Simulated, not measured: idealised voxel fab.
process module | voxel transistor to metal
cross-section cut | 280 nm wide | cells 5 nm
A cross-section is a grid of square cells, given in bands from the top down. A band is one or more rows of cells.
Each band's line starts with the height of the band's top and of its bottom, in nm. Then come its materials from left to right, each with its width in nm. One material with "throughout" fills the band from edge to edge. "air" is empty space.
Height 0 is the level under which the wafer as received is all one material. The lowest band goes on downwards, as in "0 down".
A width such as "30 to 40" changes by the same amount from each row of cells to the next, from the band's top row to its bottom row.
"no change" after a step means that no cell of the cross-section changed.
closed voids: empty space of 8 cells or more with no open way to the top, each as width x height at its distance from the left edge, in nm
after a step's settings: what the simulator itself notes on the step
overlay nm, on a step with a mask: how far to the right of its planned place the mask lay; to the left if negative
plan
1 op RECEIVE | material Si
2 op OXIDIZE | depth nm 5
3 op CONFORMAL_DEP | material SiN | thk nm 10
4 op PATTERN | tone cover | mask id ACTIVE | material resist | width nm 110 | pitch nm 130 | thk nm 15 | overlay nm 0
5 op DIRECTIONAL_ETCH | etch materials SiN | depth nm 10
6 op DIRECTIONAL_ETCH | etch materials SiO2 | depth nm 5
7 op DIRECTIONAL_ETCH | etch materials Si | depth nm 35
8 op STRIP | etch materials resist
9 op FILL_DEP | material SiO2 | thk nm 10
10 op CMP | height nm 10
11 op SELECTIVE_ETCH | etch materials SiO2 | depth nm 10
12 op STRIP | etch materials SiN
13 op SELECTIVE_ETCH | etch materials SiO2 | depth nm 5
14 op OXIDIZE | depth nm 5
15 op DIRECTIONAL_DEP | material polySi | thk nm 25
16 op DIRECTIONAL_DEP | material SiCN | thk nm 15
17 op MASKED_ETCH | tone cover | mask id GATE | width nm 30 | pitch nm 130 | etch materials SiCN | depth nm 25 | overlay nm 0
18 op MASKED_ETCH | tone cover | mask id GATE | width nm 30 | pitch nm 130 | etch materials polySi | depth nm 35 | overlay nm 0
19 op CONFORMAL_DEP | material SiN | thk nm 10
20 op DIRECTIONAL_ETCH | etch materials SiN | depth nm 10
21 op DIRECTIONAL_ETCH | etch materials SiO2 | depth nm 5
22 op DIRECTIONAL_ETCH | etch materials Si | depth nm 5
23 op EPI | material nSi | thk nm 5
24 op FILL_DEP | material SiO2 | thk nm 5
25 op CMP | height nm 20
26 op STRIP | etch materials polySi
27 op SELECTIVE_ETCH | etch materials SiO2 | depth nm 5
28 op CONFORMAL_DEP | material HfO2 | thk nm 5
29 op CONFORMAL_DEP | material TiN | thk nm 5
30 op FILL_DEP | material W | thk nm 5
31 op CMP | height nm 15
32 op DIRECTIONAL_DEP | material SiO2 | thk nm 10
33 op PATTERN | tone open | mask id CONTACT | material resist | width nm 15 | thk nm 15 | overlay nm 0
34 op DIRECTIONAL_ETCH | etch materials SiO2 | depth nm 35
35 op STRIP | etch materials resist
36 op CONFORMAL_DEP | material TiN | thk nm 5
37 op FILL_DEP | material W | thk nm 10
38 op CMP | height nm 25
39 op CONFORMAL_DEP | material SiCN | thk nm 5
40 op DIRECTIONAL_DEP | material lowk | thk nm 25
41 op PATTERN | tone open | mask id METAL_1 | material resist | width nm 15 | thk nm 15 | overlay nm 0
42 op DIRECTIONAL_ETCH | etch materials lowk | depth nm 25
43 op DIRECTIONAL_ETCH | etch materials SiCN | depth nm 5
44 op STRIP | etch materials resist
45 op CONFORMAL_DEP | material TiN | thk nm 5
46 op FILL_DEP | material Ru | thk nm 5
47 op CMP | height nm 55
48 op CONFORMAL_DEP | material SiCN | thk nm 5
as received, after step 1
  0 down: Si throughout
  closed voids: none
a wafer at the end: this start, this plan, one mistake
  60 to 55: SiCN throughout
  55 to 30: lowk 30 | TiN 5 | Ru 5 | TiN 5 | lowk 60 | TiN 5 | Ru 5 | TiN 5 | lowk 40 | TiN 5 | Ru 5 | TiN 5 | lowk 60 | TiN 5 | Ru 5 | TiN 5 | lowk 30
  30 to 25: SiCN 30 | TiN 15 | SiCN 60 | TiN 15 | SiCN 40 | TiN 15 | SiCN 60 | TiN 15 | SiCN 30
  25 to 20: SiO2 20 | TiN 5 | W 5 | TiN 5 | SiO2 60 | TiN 5 | W 5 | TiN 5 | SiO2 40 | TiN 5 | W 5 | TiN 5 | SiO2 60 | TiN 5 | W 5 | TiN 5 | SiO2 40
  20 to 15: SiO2 20 | TiN 5 | W 5 | TiN 5 | SiO2 60 | TiN 15 | SiO2 40 | TiN 5 | W 5 | TiN 5 | SiO2 60 | TiN 15 | SiO2 40
  15 to 0: SiO2 20 | TiN 5 | W 5 | TiN 5 | SiO2 15 | SiN 10 | HfO2 5 | TiN 5 | W 10 | TiN 5 | HfO2 5 | SiN 10 | TiN 10 | SiO2 40 | TiN 5 | W 5 | TiN 5 | SiO2 15 | SiN 10 | HfO2 5 | TiN 5 | W 10 | TiN 5 | HfO2 5 | SiN 10 | TiN 10 | SiO2 40
  0 to -5: SiO2 20 | TiN 5 | W 5 | TiN 5 | SiO2 15 | SiN 10 | HfO2 5 | TiN 20 | HfO2 5 | SiN 10 | TiN 10 | SiO2 40 | TiN 5 | W 5 | TiN 5 | SiO2 15 | SiN 10 | HfO2 5 | TiN 20 | HfO2 5 | SiN 10 | TiN 10 | SiO2 40
  -5 to -10: SiO2 20 | TiN 15 | SiO2 10 | nSi 5 | SiO2 5 | HfO2 40 | SiO2 5 | nSi 5 | TiN 5 | SiO2 40 | TiN 15 | SiO2 10 | nSi 5 | SiO2 5 | HfO2 40 | SiO2 5 | nSi 5 | TiN 5 | SiO2 40
  -10 to -15: SiO2 20 | nSi 30 | Si 50 | nSi 30 | SiO2 20 | nSi 30 | Si 50 | nSi 30 | SiO2 20
  -15 to -40: SiO2 20 | Si 110 | SiO2 20 | Si 110 | SiO2 20
  -40 down: Si throughout
  closed voids: none
what went wrong: step 33 ran as: op PATTERN | tone open | mask id CONTACT | material resist | width nm 15 | thk nm 15 | overlay nm -10
